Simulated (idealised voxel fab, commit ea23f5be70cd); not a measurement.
Documented hereafter: the process module known as voxel self aligned contacts.
150 nm wide, 5 nm square cells: that's cross-section cut.
For the purposes of this document, a cross-section shall be understood as a grid of square cells, specified as bands listed in top-to-bottom order, each band consisting of one or more rows of cells. This entry defines a band. It first specifies the height of the band's top and the height of its bottom in nm, and then specifies the band's materials from left to right, stating each material with its width in nm. The word "all across" identifies a single material that fills the band from edge to edge, while the word "blank" identifies empty space. For the purposes of this specification, 0 denotes the height below which the wafer in its as-received condition is composed wholly of one material, and the lowermost band, lacking a lower limit, extends downward without end, as expressed in "0 -> down". Quick explanation for "30 to 40": the width changes in equal steps down the rows of cells, from the first number in the band's top row to the second number in its bottom row. The designation "left unchanged", where it is given for a processing step, indicates that no cell of the cross-section was altered in the course of that step. Under "Voids, sealed" you'll find the enclosed gaps, the ones with no way out to the top, that are 8 cells or bigger; each reads width x height at distance, with distance counted from the left edge, everything in nm. What comes after the settings on a step's line is commentary from the simulator itself on that step. overlay nm: for a step with a mask, the amount by which the mask lay right of where it was planned; a negative amount means left of it.
The steps planned for the process are as follows
step 1: RECEIVE, material Si
step 2: OXIDIZE, depth nm 5
step 3: DIRECTIONAL_DEP, material polySi, thk nm 30
step 4: DIRECTIONAL_DEP, material SiN, thk nm 20
step 5: MASKED_ETCH, tone cover, mask id GATE, width nm 35, pitch nm 70, etch materials SiN, depth nm 20, overlay nm 0
step 6: MASKED_ETCH, tone cover, mask id GATE, width nm 35, pitch nm 70, etch materials polySi, depth nm 30, overlay nm 0
step 7: CONFORMAL_DEP, material SiN, thk nm 5
step 8: DIRECTIONAL_ETCH, etch materials SiN, depth nm 5
step 9: FILL_DEP, material SiO2, thk nm 15
step 10: CMP, height nm 60
step 11: PATTERN, tone open, mask id CONTACT, material resist, width nm 45, thk nm 20, overlay nm 0
step 12: DIRECTIONAL_ETCH, etch materials SiO2, depth nm 65
step 13: STRIP, etch materials resist
step 14: CONFORMAL_DEP, material TiN, thk nm 5
step 15: FILL_DEP, material Ru, thk nm 10
step 16: CMP, height nm 60
step 17: CONFORMAL_DEP, material SiN, thk nm 5
Wafer as received: cross-section following step 1
	0 -> down | Si all across
	Voids, sealed: none
Cross-section taken at module completion on the first of two wafers; processed per the plan
	65 -> 60 | SiN all across
	60 -> 50 | 50 nm SiO2; 5 to 15 nm TiN; 35 to 15 nm Ru; 5 to 15 nm TiN; 55 nm SiO2
	50 -> 30 | 15 nm SiO2; 45 nm SiN; 5 nm TiN; 15 nm Ru; 5 nm TiN; 45 nm SiN; 20 nm SiO2
	30 -> 0 | 15 nm SiO2; 5 nm SiN; 35 nm polySi; 5 nm SiN; 5 nm TiN; 15 nm Ru; 5 nm TiN; 5 nm SiN; 35 nm polySi; 5 nm SiN; 20 nm SiO2
	0 -> -5 | 60 nm SiO2; 25 nm TiN; 65 nm SiO2
	-5 -> down | Si all across
	Voids, sealed: none
Cross-sectional view: second of two wafers, end of module; start and plan identical to the first, one mistake in running
	80 -> 75 | SiN all across
	75 -> 65 | Ru all across
	65 -> 60 | 55 nm TiN; 35 nm Ru; 60 nm TiN
	60 -> 50 | 50 nm SiO2; 5 to 15 nm TiN; 35 to 15 nm Ru; 5 to 15 nm TiN; 55 nm SiO2
	50 -> 30 | 15 nm SiO2; 45 nm SiN; 5 nm TiN; 15 nm Ru; 5 nm TiN; 45 nm SiN; 20 nm SiO2
	30 -> 0 | 15 nm SiO2; 5 nm SiN; 35 nm polySi; 5 nm SiN; 5 nm TiN; 15 nm Ru; 5 nm TiN; 5 nm SiN; 35 nm polySi; 5 nm SiN; 20 nm SiO2
	0 -> -5 | 60 nm SiO2; 25 nm TiN; 65 nm SiO2
	-5 -> down | Si all across
	Voids, sealed: none
Misprocessing identified: the plan's step 16 was left out and never carried out
Bottom line after processing is that, in cells, the second wafer is up or down on some materials versus the first: 67 more of Ru, 23 more of TiN
